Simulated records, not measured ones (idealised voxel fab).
process module | voxel transistor to metal
cross-section cut | 270 nm wide | cells 5 nm
A cross-section is a grid of square cells, given in bands from the top down. A band is one or more rows of cells.
Each band's line starts with the height of the band's top and of its bottom, in nm. Then come its materials from left to right, each with its width in nm. One material with "throughout" fills the band from edge to edge. "air" is empty space.
Height 0 is the level under which the wafer as received is all one material. The lowest band goes on downwards, as in "0 down".
A width such as "30 to 40" changes by the same amount from each row of cells to the next, from the band's top row to its bottom row.
"no change" after a step means that no cell of the cross-section changed.
closed voids: empty space of 8 cells or more with no open way to the top, each as width x height at its distance from the left edge, in nm
after a step's settings: what the simulator itself notes on the step
overlay nm, on a step with a mask: how far to the right of its planned place the mask lay; to the left if negative
plan
1 op RECEIVE | material Si
2 op CONFORMAL_DEP | material SiO2 | thk nm 5
3 op CONFORMAL_DEP | material SiN | thk nm 15
4 op DIRECTIONAL_DEP | material aC | thk nm 10
5 op PATTERN | tone cover | mask id ACTIVE | material resist | width nm 105 | pitch nm 135 | thk nm 25 | overlay nm 0
6 op DIRECTIONAL_ETCH | etch materials aC | depth nm 10
7 op STRIP | etch materials resist
8 op DIRECTIONAL_ETCH | etch materials SiN | depth nm 15
9 op DIRECTIONAL_ETCH | etch materials SiO2 | depth nm 5
10 op DIRECTIONAL_ETCH | etch materials Si | depth nm 20
11 op STRIP | etch materials aC
12 op FILL_DEP | material SiO2 | thk nm 5
13 op CMP | height nm 20
14 op SELECTIVE_ETCH | etch materials SiO2 | depth nm 10
15 op STRIP | etch materials SiN
16 op SELECTIVE_ETCH | etch materials SiO2 | depth nm 5
17 op OXIDIZE | depth nm 5
18 op DIRECTIONAL_DEP | material polySi | thk nm 30
19 op DIRECTIONAL_DEP | material SiCN | thk nm 10
20 op MASKED_ETCH | tone cover | mask id GATE | width nm 15 | pitch nm 135 | etch materials SiCN | depth nm 20 | overlay nm 0
21 op MASKED_ETCH | tone cover | mask id GATE | width nm 15 | pitch nm 135 | etch materials polySi | depth nm 40 | overlay nm 0
22 op CONFORMAL_DEP | material SiN | thk nm 10
23 op DIRECTIONAL_ETCH | etch materials SiN | depth nm 10
24 op DIRECTIONAL_ETCH | etch materials SiO2 | depth nm 5
25 op DIRECTIONAL_ETCH | etch materials Si | depth nm 10
26 op EPI | material nSi | thk nm 10
27 op FILL_DEP | material SiO2 | thk nm 10
28 op CMP | height nm 40
29 op DIRECTIONAL_DEP | material SiO2 | thk nm 10
30 op PATTERN | tone open | mask id CONTACT | material resist | width nm 30 | thk nm 15 | overlay nm 0
31 op DIRECTIONAL_ETCH | etch materials SiO2 | depth nm 55
32 op STRIP | etch materials resist
33 op CONFORMAL_DEP | material TiN | thk nm 5
34 op FILL_DEP | material W | thk nm 5
35 op CMP | height nm 50
36 op CONFORMAL_DEP | material SiCN | thk nm 5
37 op DIRECTIONAL_DEP | material lowk | thk nm 20
38 op PATTERN | tone open | mask id METAL_1 | material resist | width nm 15 | thk nm 20 | overlay nm 0
39 op DIRECTIONAL_ETCH | etch materials lowk | depth nm 20
40 op DIRECTIONAL_ETCH | etch materials SiCN | depth nm 5
41 op STRIP | etch materials resist
42 op CONFORMAL_DEP | material TiN | thk nm 5
43 op FILL_DEP | material Cu | thk nm 5
44 op CMP | height nm 75
45 op EPI | material Ru | thk nm 5
46 op FILL_DEP | material SiCN | thk nm 5
as received, after step 1
  0 down: Si throughout
  closed voids: none
a wafer at the end: this start, this plan, one mistake
  85 to 80: SiCN throughout
  80 to 75: SiCN 20 | Ru 25 | SiCN 45 | Ru 25 | SiCN 40 | Ru 25 | SiCN 45 | Ru 25 | SiCN 20
  75 to 55: lowk 25 | TiN 5 | lowk 5 | TiN 5 | lowk 55 | TiN 5 | lowk 5 | TiN 5 | lowk 50 | TiN 5 | lowk 5 | TiN 5 | lowk 55 | TiN 5 | lowk 5 | TiN 5 | lowk 25
  55 to 50: SiCN 25 | TiN 15 | SiCN 55 | TiN 15 | SiCN 50 | TiN 15 | SiCN 55 | TiN 15 | SiCN 25
  50 to 40: SiO2 25 | TiN 5 | W 20 to 15 | TiN 5 to 10 | SiO2 25 | TiN 5 to 10 | W 20 to 15 | TiN 5 | SiO2 50 | TiN 5 | W 20 to 15 | TiN 5 to 10 | SiO2 25 | TiN 5 to 10 | W 20 to 15 | TiN 5 | SiO2 25
  40 to 30: SiO2 25 | TiN 5 | W 15 | TiN 5 | SiN 10 | SiCN 15 | SiN 10 | TiN 5 | W 15 | TiN 5 | SiO2 50 | TiN 5 | W 15 | TiN 5 | SiN 10 | SiCN 15 | SiN 10 | TiN 5 | W 15 | TiN 5 | SiO2 25
  30 to 10: SiO2 25 | TiN 5 | W 15 | TiN 5 | SiN 10 | polySi 15 | SiN 10 | TiN 5 | W 15 | TiN 5 | SiO2 50 | TiN 5 | W 15 | TiN 5 | SiN 10 | polySi 15 | SiN 10 | TiN 5 | W 15 | TiN 5 | SiO2 25
  10 to 5: SiO2 25 | TiN 25 | SiN 10 | polySi 15 | SiN 10 | TiN 25 | SiO2 50 | TiN 25 | SiN 10 | polySi 15 | SiN 10 | TiN 25 | SiO2 25
  5 to 0: SiO2 10 | SiN 10 | nSi 10 | TiN 10 | nSi 10 | SiN 10 | polySi 15 | SiN 10 | nSi 10 | TiN 10 | nSi 10 | SiN 10 | SiO2 20 | SiN 10 | nSi 10 | TiN 10 | nSi 10 | SiN 10 | polySi 15 | SiN 10 | nSi 10 | TiN 10 | nSi 10 | SiN 10 | SiO2 10
  0 to -5: SiO2 20 | nSi 10 | TiN 10 | nSi 10 | SiO2 35 | nSi 10 | TiN 10 | nSi 10 | SiO2 40 | nSi 10 | TiN 10 | nSi 10 | SiO2 35 | nSi 10 | TiN 10 | nSi 10 | SiO2 20
  -5 to -15: SiO2 15 | Si 5 | nSi 30 | Si 35 | nSi 30 | Si 5 | SiO2 30 | Si 5 | nSi 30 | Si 35 | nSi 30 | Si 5 | SiO2 15
  -15 to -20: SiO2 15 | Si 105 | SiO2 30 | Si 105 | SiO2 15
  -20 down: Si throughout
  closed voids: none
what went wrong: step 43 ran as: op FILL_DEP | material lowk | thk nm 5
